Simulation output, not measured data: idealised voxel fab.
The name of this process module is voxel air gaps.
Square cell edge 5 nm, section width 300 nm, ID cut.
Just so we're on the same page, the cross-sections are grids of square cells, and they're listed out in bands top to bottom, each band one or more rows deep. Band entry format. Leading values: height of top, height of bottom, nm. Remainder: materials in left-to-right order, each with its width in nm. Special words: "edge to edge" on a single material, which then fills the band edge to edge; "blank", empty space. All heights in this document are referenced to 0, defined as the level beneath which the wafer, as received, consists entirely of one material. The lowest band is not bounded below; it extends indefinitely downward and is written in the form "0 down". Read "30->40" as a graded width: first number on top, second number at the bottom, same change between each pair of neighbouring rows. Step marked "no alterations made"? Then no cell in the cross-section changed in it. "Trapped voids" means: voids of 8 cells or more that are shut off from the top with no open way through. Written width x height at distance, distance from the left edge, in nm. Post-settings text on a step line: simulator's own remark regarding the step. The optional step-line setting "overlay nm" applies to steps with a mask and quantifies how far to the right of its planned location the mask lay, a negative value indicating leftward placement.
**The process steps that were planned are listed below**
step 1: RECEIVE, material Si
step 2: CONFORMAL_DEP, material SiO2, thk nm 5
step 3: CONFORMAL_DEP, material SiN, thk nm 5
step 4: DIRECTIONAL_DEP, material SiO2, thk nm 35
step 5: MASKED_ETCH, tone open, mask id LINES, width nm 15, pitch nm 40, etch materials SiO2, depth nm 35, overlay nm 0
step 6: CONFORMAL_DEP, material TiN, thk nm 5
step 7: FILL_DEP, material W, thk nm 10
step 8: CMP, height nm 50
step 9: EPI, material Ru, thk nm 10
step 10: SELECTIVE_ETCH, etch materials SiO2, depth nm 45
step 11: CONFORMAL_DEP, material SiCN, thk nm 5
Wafer-to-wafer difference: thk nm, step 2. Common start. Plan = first wafer's value.
**Cross-section: the first of several wafers in its as-received state, i.e. following step 1**
- 0 down = Si edge to edge
- Trapped voids: none
**Here is the cross-section of the first of several wafers at the end of the module, after its last step, step 11**
- 65 to 60 = SiCN edge to edge
- 60 to 50 = Ru edge to edge
- 50 to 45 = 85 TiN, 5 W, 35 TiN, 5 W, 35 TiN, 5 W, 35 TiN, 5 W, 90 TiN
- 45 to 15 = 80 SiO2, 5 TiN, 5 W, 5 TiN, 25 SiO2, 5 TiN, 5 W, 5 TiN, 25 SiO2, 5 TiN, 5 W, 5 TiN, 25 SiO2, 5 TiN, 5 W, 5 TiN, 85 SiO2
- 15 to 10 = 80 SiO2, 15 TiN, 25 SiO2, 15 TiN, 25 SiO2, 15 TiN, 25 SiO2, 15 TiN, 85 SiO2
- 10 to 5 = SiN edge to edge
- 5 to 0 = SiO2 edge to edge
- 0 down = Si edge to edge
- Trapped voids: none
**Last wafer x-sec, end of module**
- 65 to 60 = 65 blank, 165 SiCN, 70 blank
- 60 to 50 = 65 blank, 5 SiCN, 35 Ru, 5 SiCN, 35 Ru, 5 SiCN, 35 Ru, 5 SiCN, 35 Ru, 5 SiCN, 70 blank
- 50 to 45 = 65 blank, 15 SiCN, 5 TiN, 5 W, 5 TiN, 25 SiCN, 5 TiN, 5 W, 5 TiN, 25 SiCN, 5 TiN, 5 W, 5 TiN, 25 SiCN, 5 TiN, 5 W, 5 TiN, 15 SiCN, 70 blank
- 45 to 35 = 75 blank, 5 SiCN, 5 TiN, 5 W, 5 TiN, 5 SiCN, 15 blank, 5 SiCN, 5 TiN, 5 W, 5 TiN, 5 SiCN, 15 blank, 5 SiCN, 5 TiN, 5 W, 5 TiN, 5 SiCN, 15 blank, 5 SiCN, 5 TiN, 5 W, 5 TiN, 5 SiCN, 80 blank
- 35 to 30 = 80 SiCN, 15 TiN, 25 SiCN, 15 TiN, 25 SiCN, 15 TiN, 25 SiCN, 15 TiN, 85 SiCN
- 30 to 25 = SiN edge to edge
- 25 to 0 = SiO2 edge to edge
- 0 down = Si edge to edge
- Trapped voids: none
**Here is how to read the rows: every wafer has a row, and it shows the wafer at the end of the module, giving for each material how many cells were gained (+) or lost (-) since the wafer was received, then listing its closed voids**
thk nm 5; +120 Ru; +60 SiCN; +60 SiN; +396 SiO2; +116 TiN; +28 W; Trapped voids: none
thk nm 10; +56 Ru; +152 SiCN; +60 SiN; +120 SiO2; +60 TiN; +24 W; Trapped voids: 15 x 25 at 100; 15 x 25 at 140; 15 x 25 at 180
thk nm 15; +56 Ru; +144 SiCN; +60 SiN; +180 SiO2; +52 TiN; +20 W; Trapped voids: 15 x 20 at 100; 15 x 20 at 140; 15 x 20 at 180
thk nm 20; +56 Ru; +136 SiCN; +60 SiN; +240 SiO2; +44 TiN; +16 W; Trapped voids: 15 x 15 at 100; 15 x 15 at 140; 15 x 15 at 180
thk nm 25; +56 Ru; +128 SiCN; +60 SiN; +300 SiO2; +36 TiN; +12 W; Trapped voids: none
